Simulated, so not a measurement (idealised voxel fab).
process module | voxel gate over fins
cross-section cut | 160 nm wide | cells 5 nm
A cross-section is a grid of square cells, given in bands from the top down. A band is one or more rows of cells.
Each band's line starts with the height of the band's top and of its bottom, in nm. Then come its materials from left to right, each with its width in nm. One material with "throughout" fills the band from edge to edge. "air" is empty space.
Height 0 is the level under which the wafer as received is all one material. The lowest band goes on downwards, as in "0 down".
A width such as "30 to 40" changes by the same amount from each row of cells to the next, from the band's top row to its bottom row.
"no change" after a step means that no cell of the cross-section changed.
closed voids: empty space of 8 cells or more with no open way to the top, each as width x height at its distance from the left edge, in nm
after a step's settings: what the simulator itself notes on the step
overlay nm, on a step with a mask: how far to the right of its planned place the mask lay; to the left if negative
plan
1 op RECEIVE | material Si
2 op CONFORMAL_DEP | material SiN | thk nm 5
3 op PATTERN | tone cover | mask id FINS | material resist | width nm 15 | pitch nm 50 | thk nm 15 | overlay nm 0
4 op DIRECTIONAL_ETCH | etch materials SiN | depth nm 5
5 op DIRECTIONAL_ETCH | etch materials Si | depth nm 40
6 op STRIP | etch materials resist
7 op FILL_DEP | material SiO2 | thk nm 15
8 op CMP | height nm 5
9 op DIRECTIONAL_DEP | material aC | thk nm 15
10 op PATTERN | tone open | mask id RAIL | material resist | width nm 15 | thk nm 30 | overlay nm 0
11 op DIRECTIONAL_ETCH | etch materials aC | depth nm 15
12 op STRIP | etch materials resist
13 op DIRECTIONAL_ETCH | etch materials SiO2 | depth nm 40
14 op STRIP | etch materials aC
15 op CONFORMAL_DEP | material TiN | thk nm 5
16 op FILL_DEP | material Ru | thk nm 5
17 op CMP | height nm 5
18 op SELECTIVE_ETCH | etch materials W Ru TiN | depth nm 25
19 op FILL_DEP | material SiO2 | thk nm 5
20 op CMP | height nm 5
21 op SELECTIVE_ETCH | etch materials SiO2 | depth nm 15
22 op STRIP | etch materials SiN
23 op CONFORMAL_DEP | material HfO2 | thk nm 5
24 op CONFORMAL_DEP | material TiN | thk nm 5
25 op CONFORMAL_DEP | material TiAl | thk nm 5
26 op CONFORMAL_DEP | material TiN | thk nm 5
27 op FILL_DEP | material W | thk nm 15
28 op CMP | height nm 30
29 op CONFORMAL_DEP | material SiCN | thk nm 10
first wafer, as planned
as received, after step 1
  0 down: Si throughout
  closed voids: none
after step 2
  5 to 0: SiN throughout
  below 0: unchanged
after step 3
  20 to 5: air 20 | resist 15 | air 35 | resist 15 | air 35 | resist 15 | air 25
  below 5: unchanged
after step 4
  20 to 5: air 20 | resist 15 | air 35 | resist 15 | air 35 | resist 15 | air 25
  5 to 0: air 20 | SiN 15 | air 35 | SiN 15 | air 35 | SiN 15 | air 25
  below 0: unchanged
after step 5
  20 to 5: air 20 | resist 15 | air 35 | resist 15 | air 35 | resist 15 | air 25
  5 to 0: air 20 | SiN 15 | air 35 | SiN 15 | air 35 | SiN 15 | air 25
  0 to -40: air 20 | Si 15 | air 35 | Si 15 | air 35 | Si 15 | air 25
  below -40: unchanged
after step 6
  5 to 0: air 20 | SiN 15 | air 35 | SiN 15 | air 35 | SiN 15 | air 25
  below 0: unchanged
after step 7
  20 to 5: SiO2 throughout
  5 to 0: SiO2 20 | SiN 15 | SiO2 35 | SiN 15 | SiO2 35 | SiN 15 | SiO2 25
  0 to -40: SiO2 20 | Si 15 | SiO2 35 | Si 15 | SiO2 35 | Si 15 | SiO2 25
  below -40: unchanged
after step 8
  5 to 0: SiO2 20 | SiN 15 | SiO2 35 | SiN 15 | SiO2 35 | SiN 15 | SiO2 25
  below 0: unchanged
after step 9
  20 to 5: aC throughout
  below 5: unchanged
after step 10
  50 to 20: resist 45 | air 15 | resist 100
  below 20: unchanged
after step 11
  35 to 20: resist 45 | air 15 | resist 100
  20 to 5: aC 45 | air 15 | aC 100
  below 5: unchanged
after step 12
  20 to 5: aC 45 | air 15 | aC 100
  below 5: unchanged
after step 13
  20 to 5: aC 45 | air 15 | aC 100
  5 to 0: SiO2 20 | SiN 15 | SiO2 10 | air 15 | SiO2 10 | SiN 15 | SiO2 35 | SiN 15 | SiO2 25
  0 to -35: SiO2 20 | Si 15 | SiO2 10 | air 15 | SiO2 10 | Si 15 | SiO2 35 | Si 15 | SiO2 25
  below -35: unchanged
after step 14
  5 to 0: SiO2 20 | SiN 15 | SiO2 10 | air 15 | SiO2 10 | SiN 15 | SiO2 35 | SiN 15 | SiO2 25
  below 0: unchanged
after step 15
  10 to 5: TiN 50 | air 5 | TiN 105
  5 to 0: SiO2 20 | SiN 15 | SiO2 10 | TiN 5 | air 5 | TiN 5 | SiO2 10 | SiN 15 | SiO2 35 | SiN 15 | SiO2 25
  0 to -30: SiO2 20 | Si 15 | SiO2 10 | TiN 5 | air 5 | TiN 5 | SiO2 10 | Si 15 | SiO2 35 | Si 15 | SiO2 25
  -30 to -35: SiO2 20 | Si 15 | SiO2 10 | TiN 15 | SiO2 10 | Si 15 | SiO2 35 | Si 15 | SiO2 25
  below -35: unchanged
after step 16
  15 to 10: Ru throughout
  10 to 5: TiN 50 | Ru 5 | TiN 105
  5 to 0: SiO2 20 | SiN 15 | SiO2 10 | TiN 5 | Ru 5 | TiN 5 | SiO2 10 | SiN 15 | SiO2 35 | SiN 15 | SiO2 25
  0 to -30: SiO2 20 | Si 15 | SiO2 10 | TiN 5 | Ru 5 | TiN 5 | SiO2 10 | Si 15 | SiO2 35 | Si 15 | SiO2 25
  below -30: unchanged
after step 17
  5 to 0: SiO2 20 | SiN 15 | SiO2 10 | TiN 5 | Ru 5 | TiN 5 | SiO2 10 | SiN 15 | SiO2 35 | SiN 15 | SiO2 25
  below 0: unchanged
after step 18
  5 to 0: SiO2 20 | SiN 15 | SiO2 10 | air 15 | SiO2 10 | SiN 15 | SiO2 35 | SiN 15 | SiO2 25
  0 to -20: SiO2 20 | Si 15 | SiO2 10 | air 15 | SiO2 10 | Si 15 | SiO2 35 | Si 15 | SiO2 25
  below -20: unchanged
after step 19
  10 to 5: SiO2 throughout
  5 to 0: SiO2 20 | SiN 15 | SiO2 35 | SiN 15 | SiO2 35 | SiN 15 | SiO2 25
  0 to -20: SiO2 20 | Si 15 | SiO2 35 | Si 15 | SiO2 35 | Si 15 | SiO2 25
  below -20: unchanged
after step 20
  5 to 0: SiO2 20 | SiN 15 | SiO2 35 | SiN 15 | SiO2 35 | SiN 15 | SiO2 25
  below 0: unchanged
after step 21
  5 to 0: air 20 | SiN 15 | air 35 | SiN 15 | air 35 | SiN 15 | air 25
  0 to -10: air 20 | Si 15 | air 35 | Si 15 | air 35 | Si 15 | air 25
  below -10: unchanged
after step 22
  0 to -10: air 20 | Si 15 | air 35 | Si 15 | air 35 | Si 15 | air 25
  below -10: unchanged
after step 23
  5 to 0: air 15 | HfO2 25 | air 25 | HfO2 25 | air 25 | HfO2 25 | air 20
  0 to -5: air 15 | HfO2 5 | Si 15 | HfO2 5 | air 25 | HfO2 5 | Si 15 | HfO2 5 | air 25 | HfO2 5 | Si 15 | HfO2 5 | air 20
  -5 to -10: HfO2 20 | Si 15 | HfO2 35 | Si 15 | HfO2 35 | Si 15 | HfO2 25
  below -10: unchanged
after step 24
  10 to 5: air 10 | TiN 35 | air 15 | TiN 35 | air 15 | TiN 35 | air 15
  5 to 0: air 10 | TiN 5 | HfO2 25 | TiN 5 | air 15 | TiN 5 | HfO2 25 | TiN 5 | air 15 | TiN 5 | HfO2 25 | TiN 5 | air 15
  0 to -5: TiN 15 | HfO2 5 | Si 15 | HfO2 5 | TiN 25 | HfO2 5 | Si 15 | HfO2 5 | TiN 25 | HfO2 5 | Si 15 | HfO2 5 | TiN 20
  below -5: unchanged
after step 25
  15 to 10: air 5 | TiAl 45 | air 5 | TiAl 45 | air 5 | TiAl 45 | air 10
  10 to 5: air 5 | TiAl 5 | TiN 35 | TiAl 5 | air 5 | TiAl 5 | TiN 35 | TiAl 5 | air 5 | TiAl 5 | TiN 35 | TiAl 5 | air 10
  5 to 0: TiAl 10 | TiN 5 | HfO2 25 | TiN 5 | TiAl 15 | TiN 5 | HfO2 25 | TiN 5 | TiAl 15 | TiN 5 | HfO2 25 | TiN 5 | TiAl 15
  below 0: unchanged
after step 26
  20 to 15: TiN 155 | air 5
  15 to 10: TiN 5 | TiAl 45 | TiN 5 | TiAl 45 | TiN 5 | TiAl 45 | TiN 5 | air 5
  10 to 5: TiN 5 | TiAl 5 | TiN 35 | TiAl 5 | TiN 5 | TiAl 5 | TiN 35 | TiAl 5 | TiN 5 | TiAl 5 | TiN 35 | TiAl 5 | TiN 10
  below 5: unchanged
after step 27
  35 to 20: W throughout
  20 to 15: TiN 155 | W 5
  15 to 10: TiN 5 | TiAl 45 | TiN 5 | TiAl 45 | TiN 5 | TiAl 45 | TiN 5 | W 5
  below 10: unchanged
after step 28
  30 to 20: W throughout
  below 20: unchanged
after step 29
  40 to 30: SiCN throughout
  below 30: unchanged
second wafer: like start, like plan, one mistake. Through step 2 it matches the first wafer
when step 3 should have ended
  20 to 5: air 15 | resist 25 | air 25 | resist 25 | air 25 | resist 25 | air 20
  below 5: unchanged
when step 4 should have ended
  20 to 5: air 15 | resist 25 | air 25 | resist 25 | air 25 | resist 25 | air 20
  5 to 0: air 15 | SiN 25 | air 25 | SiN 25 | air 25 | SiN 25 | air 20
  below 0: unchanged
when step 5 should have ended
  20 to 5: air 15 | resist 25 | air 25 | resist 25 | air 25 | resist 25 | air 20
  5 to 0: air 15 | SiN 25 | air 25 | SiN 25 | air 25 | SiN 25 | air 20
  0 to -40: air 15 | Si 25 | air 25 | Si 25 | air 25 | Si 25 | air 20
  below -40: unchanged
when step 6 should have ended
  5 to 0: air 15 | SiN 25 | air 25 | SiN 25 | air 25 | SiN 25 | air 20
  below 0: unchanged
when step 7 should have ended
  20 to 5: SiO2 throughout
  5 to 0: SiO2 15 | SiN 25 | SiO2 25 | SiN 25 | SiO2 25 | SiN 25 | SiO2 20
  0 to -40: SiO2 15 | Si 25 | SiO2 25 | Si 25 | SiO2 25 | Si 25 | SiO2 20
  below -40: unchanged
when step 8 should have ended
  5 to 0: SiO2 15 | SiN 25 | SiO2 25 | SiN 25 | SiO2 25 | SiN 25 | SiO2 20
  below 0: unchanged
when step 9 should have ended
  20 to 5: aC throughout
  below 5: unchanged
when step 10 should have ended
  50 to 20: resist 45 | air 15 | resist 100
  below 20: unchanged
when step 11 should have ended
  35 to 20: resist 45 | air 15 | resist 100
  20 to 5: aC 45 | air 15 | aC 100
  below 5: unchanged
when step 12 should have ended
  20 to 5: aC 45 | air 15 | aC 100
  below 5: unchanged
when step 13 should have ended
  20 to 5: aC 45 | air 15 | aC 100
  5 to 0: SiO2 15 | SiN 25 | SiO2 5 | air 15 | SiO2 5 | SiN 25 | SiO2 25 | SiN 25 | SiO2 20
  0 to -35: SiO2 15 | Si 25 | SiO2 5 | air 15 | SiO2 5 | Si 25 | SiO2 25 | Si 25 | SiO2 20
  below -35: unchanged
when step 14 should have ended
  5 to 0: SiO2 15 | SiN 25 | SiO2 5 | air 15 | SiO2 5 | SiN 25 | SiO2 25 | SiN 25 | SiO2 20
  below 0: unchanged
when step 15 should have ended
  10 to 5: TiN 50 | air 5 | TiN 105
  5 to 0: SiO2 15 | SiN 25 | SiO2 5 | TiN 5 | air 5 | TiN 5 | SiO2 5 | SiN 25 | SiO2 25 | SiN 25 | SiO2 20
  0 to -30: SiO2 15 | Si 25 | SiO2 5 | TiN 5 | air 5 | TiN 5 | SiO2 5 | Si 25 | SiO2 25 | Si 25 | SiO2 20
  -30 to -35: SiO2 15 | Si 25 | SiO2 5 | TiN 15 | SiO2 5 | Si 25 | SiO2 25 | Si 25 | SiO2 20
  below -35: unchanged
when step 16 should have ended
  15 to 10: Ru throughout
  10 to 5: TiN 50 | Ru 5 | TiN 105
  5 to 0: SiO2 15 | SiN 25 | SiO2 5 | TiN 5 | Ru 5 | TiN 5 | SiO2 5 | SiN 25 | SiO2 25 | SiN 25 | SiO2 20
  0 to -30: SiO2 15 | Si 25 | SiO2 5 | TiN 5 | Ru 5 | TiN 5 | SiO2 5 | Si 25 | SiO2 25 | Si 25 | SiO2 20
  below -30: unchanged
when step 17 should have ended
  5 to 0: SiO2 15 | SiN 25 | SiO2 5 | TiN 5 | Ru 5 | TiN 5 | SiO2 5 | SiN 25 | SiO2 25 | SiN 25 | SiO2 20
  below 0: unchanged
when step 18 should have ended
  5 to 0: SiO2 15 | SiN 25 | SiO2 5 | air 15 | SiO2 5 | SiN 25 | SiO2 25 | SiN 25 | SiO2 20
  0 to -20: SiO2 15 | Si 25 | SiO2 5 | air 15 | SiO2 5 | Si 25 | SiO2 25 | Si 25 | SiO2 20
  below -20: unchanged
when step 19 should have ended
  10 to 5: SiO2 throughout
  5 to 0: SiO2 15 | SiN 25 | SiO2 25 | SiN 25 | SiO2 25 | SiN 25 | SiO2 20
  0 to -20: SiO2 15 | Si 25 | SiO2 25 | Si 25 | SiO2 25 | Si 25 | SiO2 20
  below -20: unchanged
when step 20 should have ended
  5 to 0: SiO2 15 | SiN 25 | SiO2 25 | SiN 25 | SiO2 25 | SiN 25 | SiO2 20
  below 0: unchanged
when step 21 should have ended
  5 to 0: air 15 | SiN 25 | air 25 | SiN 25 | air 25 | SiN 25 | air 20
  0 to -10: air 15 | Si 25 | air 25 | Si 25 | air 25 | Si 25 | air 20
  below -10: unchanged
when step 22 should have ended
  0 to -10: air 15 | Si 25 | air 25 | Si 25 | air 25 | Si 25 | air 20
  below -10: unchanged
when step 23 should have ended
  5 to 0: air 10 | HfO2 35 | air 15 | HfO2 35 | air 15 | HfO2 35 | air 15
  0 to -5: air 10 | HfO2 5 | Si 25 | HfO2 5 | air 15 | HfO2 5 | Si 25 | HfO2 5 | air 15 | HfO2 5 | Si 25 | HfO2 5 | air 15
  -5 to -10: HfO2 15 | Si 25 | HfO2 25 | Si 25 | HfO2 25 | Si 25 | HfO2 20
  below -10: unchanged
when step 24 should have ended
  10 to 5: air 5 | TiN 45 | air 5 | TiN 45 | air 5 | TiN 45 | air 10
  5 to 0: air 5 | TiN 5 | HfO2 35 | TiN 5 | air 5 | TiN 5 | HfO2 35 | TiN 5 | air 5 | TiN 5 | HfO2 35 | TiN 5 | air 10
  0 to -5: TiN 10 | HfO2 5 | Si 25 | HfO2 5 | TiN 15 | HfO2 5 | Si 25 | HfO2 5 | TiN 15 | HfO2 5 | Si 25 | HfO2 5 | TiN 15
  below -5: unchanged
when step 25 should have ended
  15 to 10: TiAl 155 | air 5
  10 to 5: TiAl 5 | TiN 45 | TiAl 5 | TiN 45 | TiAl 5 | TiN 45 | TiAl 5 | air 5
  5 to 0: TiAl 5 | TiN 5 | HfO2 35 | TiN 5 | TiAl 5 | TiN 5 | HfO2 35 | TiN 5 | TiAl 5 | TiN 5 | HfO2 35 | TiN 5 | TiAl 10
  below 0: unchanged
when step 26 should have ended
  20 to 15: TiN throughout
  15 to 10: TiAl 155 | TiN 5
  10 to 5: TiAl 5 | TiN 45 | TiAl 5 | TiN 45 | TiAl 5 | TiN 45 | TiAl 5 | TiN 5
  below 5: unchanged
when step 27 should have ended
  35 to 20: W throughout
  below 20: unchanged
when step 28 should have ended
  30 to 20: W throughout
  below 20: unchanged
when step 29 should have ended
  40 to 30: SiCN throughout
  below 30: unchanged
what went wrong: step 3 ran as: op PATTERN | tone cover | mask id FINS | material resist | width nm 25 | pitch nm 50 | thk nm 15 | overlay nm 0
at the end the second wafer has, in cells: 48 more of Si | 36 fewer of SiO2 | 4 fewer of TiAl | 6 fewer of TiN | 2 fewer of W
